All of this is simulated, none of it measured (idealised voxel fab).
The following process module bears the name voxel fin reveal.
We display cut, a cross-section 280 nm in width whose square cells are each 5 nm.
How to read a cross-section here: the picture is a grid of square cells, written as bands going from the top down, and any band can span one or more rows of cells.
The band entry comprises the height of the band's top followed by the height of its bottom, expressed in nm, and subsequently the band's materials from left to right, each stated together with its width in nm. Where a single material is marked with the word "edge to edge", that material fills the band from edge to edge. The word "blank" represents empty space.
Height datum 0, below which the as-received substrate wafer is one material. Lowest band open at the bottom, running downward: "from 0 down".
So if you see something like "30 to 40" for the width, read it as the top row of the band sitting at the first number and the bottom row at the second, with every row in between moving by the same amount as the last.
For the purposes of this document, the phrase "nothing altered" attached to a step denotes that no cell within the cross-section was modified by that step.
For the entry "Non-vented voids", the listed items are empty spaces with no open way to the top whose size is 8 cells or more; each item follows the pattern width x height at distance, where distance is from the left edge and all three are in nm.
The remark found on a step's line after its settings is issued by the simulator itself and pertains to that step.
If you see "overlay nm" on a step's line and that step has a mask, it's telling you how far right of where it was planned the mask ended up; a negative number means it went left instead.

This section lists the process steps that were planned
- 1: RECEIVE | material Si
- 2: CONFORMAL_DEP | material SiN | thk nm 5
- 3: PATTERN | tone cover | mask id FINS | material resist | width nm 15 | pitch nm 40 | thk nm 20 | overlay nm 0
- 4: DIRECTIONAL_ETCH | etch materials SiN | depth nm 5
- 5: DIRECTIONAL_ETCH | etch materials Si | depth nm 40
- 6: STRIP | etch materials resist
- 7: OXIDIZE | depth nm 5
- 8: FILL_DEP | material SiO2 | thk nm 15
- 9: CMP | height nm 5
- 10: SELECTIVE_ETCH | etch materials SiO2 | depth nm 35
- 11: STRIP | etch materials SiN

Cross-section of the wafer as it came to us, i.e., already through step 1
> from 0 down | Si edge to edge
> Non-vented voids: none

What the wafer looks like in cross-section after this module, when it starts as shown above and follows the plan above but one mistake is made in running it
> from 0 to -40 | blank 70 nm; SiO2 5 nm; Si 5 nm; SiO2 5 nm; blank 25 nm; SiO2 5 nm; Si 5 nm; SiO2 5 nm; blank 25 nm; SiO2 5 nm; Si 5 nm; SiO2 5 nm; blank 25 nm; SiO2 5 nm; Si 5 nm; SiO2 5 nm; blank 75 nm
> from -40 to -45 | SiO2 75 nm; Si 5 nm; SiO2 35 nm; Si 5 nm; SiO2 35 nm; Si 5 nm; SiO2 35 nm; Si 5 nm; SiO2 80 nm
> from -45 down | Si edge to edge
> Non-vented voids: none
Here's what went sideways: step 8 did not use the planned setting and instead ran as FILL_DEP | material SiN | thk nm 15
